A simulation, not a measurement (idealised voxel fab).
Module name: voxel ribs on slabs (process module)
cross-section cut | 155 nm wide | cells 5 nm
Each cross-section below is a grid of square cells, stated as bands in top-down order, with one or more rows of cells making up each band. For a band, the entry starts with two heights in nm, that of the top and then that of the bottom, and carries on with the band's materials in order from left to right, each alongside its width in nm; the word "edge to edge" beside a single material means it fills the band edge to edge, and "blank" means empty space. It should be noted that heights are counted from 0, beneath which the wafer as supplied is of one material throughout, and that the lowest band possesses no lower boundary but continues downward, as written in "0 -> down". Quick explanation for "30..40": the width changes in equal steps down the rows of cells, from the first number in the band's top row to the second number in its bottom row. A step reported as "same as before" is a step in which no cell of the cross-section changed. Reported under the label "Sealed voids" are the empty spaces having no open way to the top and comprising 8 cells or more; the notation for each is width x height at distance, in which the distance is measured from the left edge and all three values are in nm. What comes after the settings on a step's line is commentary from the simulator itself on that step. On any step carrying a mask, the "overlay nm" setting, if present on the step's line, tells how far right of its planned place the mask lay; negative values point to the left.
Set out below are the planned steps of the process:
step 1: RECEIVE [material Si]
step 2: DIRECTIONAL_DEP [material SiO2] [thk nm 20]
step 3: DIRECTIONAL_DEP [material SiN] [thk nm 15]
step 4: DIRECTIONAL_DEP [material aC] [thk nm 10]
step 5: PATTERN [tone cover] [mask id RIB] [material resist] [width nm 30] [thk nm 30] [overlay nm 0]
step 6: DIRECTIONAL_ETCH [etch materials aC] [depth nm 10]
step 7: STRIP [etch materials resist]
step 8: DIRECTIONAL_ETCH [etch materials SiN] [depth nm 10]
step 9: STRIP [etch materials aC]
step 10: DIRECTIONAL_DEP [material aC] [thk nm 15]
step 11: PATTERN [tone cover] [mask id SLAB] [material resist] [width nm 90] [thk nm 35] [overlay nm 0]
step 12: DIRECTIONAL_ETCH [etch materials aC] [depth nm 15]
step 13: STRIP [etch materials resist]
step 14: DIRECTIONAL_ETCH [etch materials SiN] [depth nm 5]
step 15: STRIP [etch materials aC]
step 16: FILL_DEP [material SiO2] [thk nm 25]
step 17: CMP [height nm 50]
step 18: DIRECTIONAL_DEP [material W] [thk nm 10]
step 19: DIRECTIONAL_DEP [material aC] [thk nm 15]
step 20: PATTERN [tone cover] [mask id HEATER] [material resist] [width nm 40] [thk nm 35] [overlay nm 0]
step 21: DIRECTIONAL_ETCH [etch materials aC] [depth nm 15]
step 22: STRIP [etch materials resist]
step 23: DIRECTIONAL_ETCH [etch materials W] [depth nm 10]
step 24: STRIP [etch materials aC]
step 25: CONFORMAL_DEP [material SiN] [thk nm 10]
Cross-section of the wafer as it came to us, i.e., already through step 1:
  0 -> down  Si edge to edge
  Sealed voids: none
Starting structure and process plan are as shown above, but one mistake was made in running the module; the wafer cross-section at the end of the module follows:
  70 -> 60  blank 45 | SiN 60 | blank 50
  60 -> 50  SiN 55 | W 40 | SiN 60
  50 -> 15  SiO2 edge to edge
  15 -> 0  SiN edge to edge
  0 -> down  Si edge to edge
  Sealed voids: none
In executing the process, a mistake was made relative to the plan: sequence error: steps 2 and 3 interchanged
